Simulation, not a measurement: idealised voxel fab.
A process module follows: voxel self aligned vias.
We display cut, a cross-section 205 nm in width whose square cells are each 5 nm.
We lay out every cross-section as a grid of square cells and spell it out in bands from the top down, where one band means one or more rows of cells. Per band: top height and bottom height in nm, followed by the left-to-right materials and their widths in nm; "all across" marks a single material spanning edge to edge, "blank" marks empty space. Below 0: as-received wafer, all one material; heights counted from there. Lowest band: no bottom, goes on down, written "0 nm and below". With a width like "30 to 40", each row of cells in the band differs from the next by the same amount, the top row carrying the first number and the bottom row the second. Where the words "left unchanged" appear for a step, the cross-section shows no cell changed by that step; every cell remained as before. "Enclosed internal voids" lists enclosed empty spaces (at least 8 cells, no open path upward to the top), each as width x height at distance from the left edge, in nm. On each step's line, the part that comes after the settings is the simulator's own comment on the step. What "overlay nm" on a step's line means: if the step has a mask, that mask lay this far to the right of its planned place, or, when the value is negative, to the left.
Here's what the planned process steps look like:
1 op RECEIVE | material Si
2 op CONFORMAL_DEP | material SiO2 | thk nm 10
3 op CONFORMAL_DEP | material SiCN | thk nm 5
4 op DIRECTIONAL_DEP | material lowk | thk nm 30
5 op PATTERN | tone open | mask id LINES | material resist | width nm 20 | pitch nm 55 | thk nm 15 | overlay nm 0
6 op DIRECTIONAL_ETCH | etch materials lowk | depth nm 30
7 op STRIP | etch materials resist
8 op CONFORMAL_DEP | material TiN | thk nm 5
9 op FILL_DEP | material W | thk nm 5
10 op CMP | height nm 45
11 op SELECTIVE_ETCH | etch materials W Ru TiN | depth nm 10
12 op FILL_DEP | material SiN | thk nm 10
13 op CMP | height nm 45
14 op DIRECTIONAL_DEP | material lowk | thk nm 20
15 op DIRECTIONAL_DEP | material aC | thk nm 10
16 op PATTERN | tone open | mask id VIAS | material resist | width nm 30 | pitch nm 55 | thk nm 30 | overlay nm 0
17 op DIRECTIONAL_ETCH | etch materials aC | depth nm 10
18 op STRIP | etch materials resist
19 op DIRECTIONAL_ETCH | etch materials lowk | depth nm 20
20 op DIRECTIONAL_ETCH | etch materials SiN | depth nm 10
21 op STRIP | etch materials aC
22 op CONFORMAL_DEP | material TiN | thk nm 5
23 op FILL_DEP | material Ru | thk nm 5
24 op CMP | height nm 65
25 op CONFORMAL_DEP | material SiCN | thk nm 5
Concerning the first of two wafers, which was run in accordance with the plan:
The cross-section here shows the wafer as received, i.e. in its state after step 1:
	0 nm and below: Si all across
	Enclosed internal voids: none
Step 2 done - wafer cross-section:
	10 nm to 0 nm: SiO2 all across
	Rest of section, below 0: as before.
Step 3 done - wafer cross-section:
	15 nm to 10 nm: SiCN all across
	Rest of section, below 10: as before.
Step 4 done - wafer cross-section:
	45 nm to 15 nm: lowk all across
	Rest of section, below 15: as before.
Step 5 done - wafer cross-section:
	60 nm to 45 nm: resist (35) / blank (20) / resist (35) / blank (20) / resist (35) / blank (20) / resist (40)
	Rest of section, below 45: as before.
Step 6 done - wafer cross-section:
	60 nm to 45 nm: resist (35) / blank (20) / resist (35) / blank (20) / resist (35) / blank (20) / resist (40)
	45 nm to 15 nm: lowk (35) / blank (20) / lowk (35) / blank (20) / lowk (35) / blank (20) / lowk (40)
	Rest of section, below 15: as before.
Step 7 done - wafer cross-section:
	45 nm to 15 nm: lowk (35) / blank (20) / lowk (35) / blank (20) / lowk (35) / blank (20) / lowk (40)
	Rest of section, below 15: as before.
Step 8 done - wafer cross-section:
	50 nm to 45 nm: TiN (40) / blank (10) / TiN (45) / blank (10) / TiN (45) / blank (10) / TiN (45)
	45 nm to 20 nm: lowk (35) / TiN (5) / blank (10) / TiN (5) / lowk (35) / TiN (5) / blank (10) / TiN (5) / lowk (35) / TiN (5) / blank (10) / TiN (5) / lowk (40)
	20 nm to 15 nm: lowk (35) / TiN (20) / lowk (35) / TiN (20) / lowk (35) / TiN (20) / lowk (40)
	Rest of section, below 15: as before.
Step 9 done - wafer cross-section:
	55 nm to 50 nm: W all across
	50 nm to 45 nm: TiN (40) / W (10) / TiN (45) / W (10) / TiN (45) / W (10) / TiN (45)
	45 nm to 20 nm: lowk (35) / TiN (5) / W (10) / TiN (5) / lowk (35) / TiN (5) / W (10) / TiN (5) / lowk (35) / TiN (5) / W (10) / TiN (5) / lowk (40)
	Rest of section, below 20: as before.
Step 10 done - wafer cross-section:
	45 nm to 20 nm: lowk (35) / TiN (5) / W (10) / TiN (5) / lowk (35) / TiN (5) / W (10) / TiN (5) / lowk (35) / TiN (5) / W (10) / TiN (5) / lowk (40)
	Rest of section, below 20: as before.
Step 11 done - wafer cross-section:
	45 nm to 35 nm: lowk (35) / blank (20) / lowk (35) / blank (20) / lowk (35) / blank (20) / lowk (40)
	Rest of section, below 35: as before.
Step 12 done - wafer cross-section:
	55 nm to 45 nm: SiN all across
	45 nm to 35 nm: lowk (35) / SiN (20) / lowk (35) / SiN (20) / lowk (35) / SiN (20) / lowk (40)
	Rest of section, below 35: as before.
Step 13 done - wafer cross-section:
	45 nm to 35 nm: lowk (35) / SiN (20) / lowk (35) / SiN (20) / lowk (35) / SiN (20) / lowk (40)
	Rest of section, below 35: as before.
Step 14 done - wafer cross-section:
	65 nm to 45 nm: lowk all across
	Rest of section, below 45: as before.
Step 15 done - wafer cross-section:
	75 nm to 65 nm: aC all across
	Rest of section, below 65: as before.
Step 16 done - wafer cross-section:
	105 nm to 75 nm: resist (30) / blank (30) / resist (25) / blank (30) / resist (25) / blank (30) / resist (35)
	Rest of section, below 75: as before.
Step 17 done - wafer cross-section:
	95 nm to 75 nm: resist (30) / blank (30) / resist (25) / blank (30) / resist (25) / blank (30) / resist (35)
	75 nm to 65 nm: aC (30) / blank (30) / aC (25) / blank (30) / aC (25) / blank (30) / aC (35)
	Rest of section, below 65: as before.
Step 18 done - wafer cross-section:
	75 nm to 65 nm: aC (30) / blank (30) / aC (25) / blank (30) / aC (25) / blank (30) / aC (35)
	Rest of section, below 65: as before.
Step 19 done - wafer cross-section:
	75 nm to 65 nm: aC (30) / blank (30) / aC (25) / blank (30) / aC (25) / blank (30) / aC (35)
	65 nm to 45 nm: lowk (30) / blank (30) / lowk (25) / blank (30) / lowk (25) / blank (30) / lowk (35)
	Rest of section, below 45: as before.
Step 20 done - wafer cross-section:
	75 nm to 65 nm: aC (30) / blank (30) / aC (25) / blank (30) / aC (25) / blank (30) / aC (35)
	65 nm to 45 nm: lowk (30) / blank (30) / lowk (25) / blank (30) / lowk (25) / blank (30) / lowk (35)
	45 nm to 35 nm: lowk (35) / blank (20) / lowk (35) / blank (20) / lowk (35) / blank (20) / lowk (40)
	Rest of section, below 35: as before.
Step 21 done - wafer cross-section:
	65 nm to 45 nm: lowk (30) / blank (30) / lowk (25) / blank (30) / lowk (25) / blank (30) / lowk (35)
	Rest of section, below 45: as before.
Step 22 done - wafer cross-section:
	70 nm to 65 nm: TiN (35) / blank (20) / TiN (35) / blank (20) / TiN (35) / blank (20) / TiN (40)
	65 nm to 50 nm: lowk (30) / TiN (5) / blank (20) / TiN (5) / lowk (25) / TiN (5) / blank (20) / TiN (5) / lowk (25) / TiN (5) / blank (20) / TiN (5) / lowk (35)
	50 nm to 40 nm: lowk (30 to 35) / TiN (10 to 5) / blank (10) / TiN (10 to 5) / lowk (25 to 35) / TiN (10 to 5) / blank (10) / TiN (10 to 5) / lowk (25 to 35) / TiN (10 to 5) / blank (10) / TiN (10 to 5) / lowk (35 to 40)
	40 nm to 35 nm: lowk (35) / TiN (20) / lowk (35) / TiN (20) / lowk (35) / TiN (20) / lowk (40)
	Rest of section, below 35: as before.
Step 23 done - wafer cross-section:
	75 nm to 70 nm: Ru all across
	70 nm to 65 nm: TiN (35) / Ru (20) / TiN (35) / Ru (20) / TiN (35) / Ru (20) / TiN (40)
	65 nm to 50 nm: lowk (30) / TiN (5) / Ru (20) / TiN (5) / lowk (25) / TiN (5) / Ru (20) / TiN (5) / lowk (25) / TiN (5) / Ru (20) / TiN (5) / lowk (35)
	50 nm to 40 nm: lowk (30 to 35) / TiN (10 to 5) / Ru (10) / TiN (10 to 5) / lowk (25 to 35) / TiN (10 to 5) / Ru (10) / TiN (10 to 5) / lowk (25 to 35) / TiN (10 to 5) / Ru (10) / TiN (10 to 5) / lowk (35 to 40)
	Rest of section, below 40: as before.
Step 24 done - wafer cross-section:
	65 nm to 50 nm: lowk (30) / TiN (5) / Ru (20) / TiN (5) / lowk (25) / TiN (5) / Ru (20) / TiN (5) / lowk (25) / TiN (5) / Ru (20) / TiN (5) / lowk (35)
	Rest of section, below 50: as before.
Step 25 done - wafer cross-section:
	70 nm to 65 nm: SiCN all across
	Rest of section, below 65: as before.
Second of two: same start, same plan, one run error; steps up to and including 2 match the first:
Cross-section of the second wafer when, according to plan, step 3 should have finished:
	40 nm to 10 nm: lowk all across
	Rest of section, below 10: as before.
Cross-section of the second wafer when, according to plan, step 4 should have finished:
	45 nm to 40 nm: SiCN all across
	Rest of section, below 40: as before.
Cross-section of the second wafer when, according to plan, step 5 should have finished:
	60 nm to 45 nm: resist (35) / blank (20) / resist (35) / blank (20) / resist (35) / blank (20) / resist (40)
	Rest of section, below 45: as before.
Cross-section of the second wafer when, according to plan, step 6 should have finished: left unchanged
Cross-section of the second wafer when, according to plan, step 7 should have finished:
	45 nm to 40 nm: SiCN all across
	Rest of section, below 40: as before.
Cross-section of the second wafer when, according to plan, step 8 should have finished:
	50 nm to 45 nm: TiN all across
	Rest of section, below 45: as before.
Cross-section of the second wafer when, according to plan, step 9 should have finished:
	55 nm to 50 nm: W all across
	Rest of section, below 50: as before.
Cross-section of the second wafer when, according to plan, step 10 should have finished:
	45 nm to 40 nm: SiCN all across
	Rest of section, below 40: as before.
Cross-section of the second wafer when, according to plan, step 11 should have finished: left unchanged
Cross-section of the second wafer when, according to plan, step 12 should have finished:
	55 nm to 45 nm: SiN all across
	Rest of section, below 45: as before.
Cross-section of the second wafer when, according to plan, step 13 should have finished:
	45 nm to 40 nm: SiCN all across
	Rest of section, below 40: as before.
Cross-section of the second wafer when, according to plan, step 14 should have finished:
	65 nm to 45 nm: lowk all across
	Rest of section, below 45: as before.
Cross-section of the second wafer when, according to plan, step 15 should have finished:
	75 nm to 65 nm: aC all across
	Rest of section, below 65: as before.
Cross-section of the second wafer when, according to plan, step 16 should have finished:
	105 nm to 75 nm: resist (30) / blank (30) / resist (25) / blank (30) / resist (25) / blank (30) / resist (35)
	Rest of section, below 75: as before.
Cross-section of the second wafer when, according to plan, step 17 should have finished:
	95 nm to 75 nm: resist (30) / blank (30) / resist (25) / blank (30) / resist (25) / blank (30) / resist (35)
	75 nm to 65 nm: aC (30) / blank (30) / aC (25) / blank (30) / aC (25) / blank (30) / aC (35)
	Rest of section, below 65: as before.
Cross-section of the second wafer when, according to plan, step 18 should have finished:
	75 nm to 65 nm: aC (30) / blank (30) / aC (25) / blank (30) / aC (25) / blank (30) / aC (35)
	Rest of section, below 65: as before.
Cross-section of the second wafer when, according to plan, step 19 should have finished:
	75 nm to 65 nm: aC (30) / blank (30) / aC (25) / blank (30) / aC (25) / blank (30) / aC (35)
	65 nm to 45 nm: lowk (30) / blank (30) / lowk (25) / blank (30) / lowk (25) / blank (30) / lowk (35)
	Rest of section, below 45: as before.
Cross-section of the second wafer when, according to plan, step 20 should have finished: left unchanged
Cross-section of the second wafer when, according to plan, step 21 should have finished:
	65 nm to 45 nm: lowk (30) / blank (30) / lowk (25) / blank (30) / lowk (25) / blank (30) / lowk (35)
	Rest of section, below 45: as before.
Cross-section of the second wafer when, according to plan, step 22 should have finished:
	70 nm to 65 nm: TiN (35) / blank (20) / TiN (35) / blank (20) / TiN (35) / blank (20) / TiN (40)
	65 nm to 50 nm: lowk (30) / TiN (5) / blank (20) / TiN (5) / lowk (25) / TiN (5) / blank (20) / TiN (5) / lowk (25) / TiN (5) / blank (20) / TiN (5) / lowk (35)
	50 nm to 45 nm: lowk (30) / TiN (30) / lowk (25) / TiN (30) / lowk (25) / TiN (30) / lowk (35)
	Rest of section, below 45: as before.
Cross-section of the second wafer when, according to plan, step 23 should have finished:
	75 nm to 70 nm: Ru all across
	70 nm to 65 nm: TiN (35) / Ru (20) / TiN (35) / Ru (20) / TiN (35) / Ru (20) / TiN (40)
	65 nm to 50 nm: lowk (30) / TiN (5) / Ru (20) / TiN (5) / lowk (25) / TiN (5) / Ru (20) / TiN (5) / lowk (25) / TiN (5) / Ru (20) / TiN (5) / lowk (35)
	Rest of section, below 50: as before.
Cross-section of the second wafer when, according to plan, step 24 should have finished:
	65 nm to 50 nm: lowk (30) / TiN (5) / Ru (20) / TiN (5) / lowk (25) / TiN (5) / Ru (20) / TiN (5) / lowk (25) / TiN (5) / Ru (20) / TiN (5) / lowk (35)
	Rest of section, below 50: as before.
Cross-section of the second wafer when, according to plan, step 25 should have finished:
	70 nm to 65 nm: SiCN all across
	Rest of section, below 65: as before.
What went wrong in running the wafer? sequence error: steps 3 and 4 interchanged
Per the end-of-run cell counts, the second wafer holds more or fewer of some materials than the first: 12 fewer of Ru, 42 fewer of TiN, 18 fewer of W, 72 more of lowk
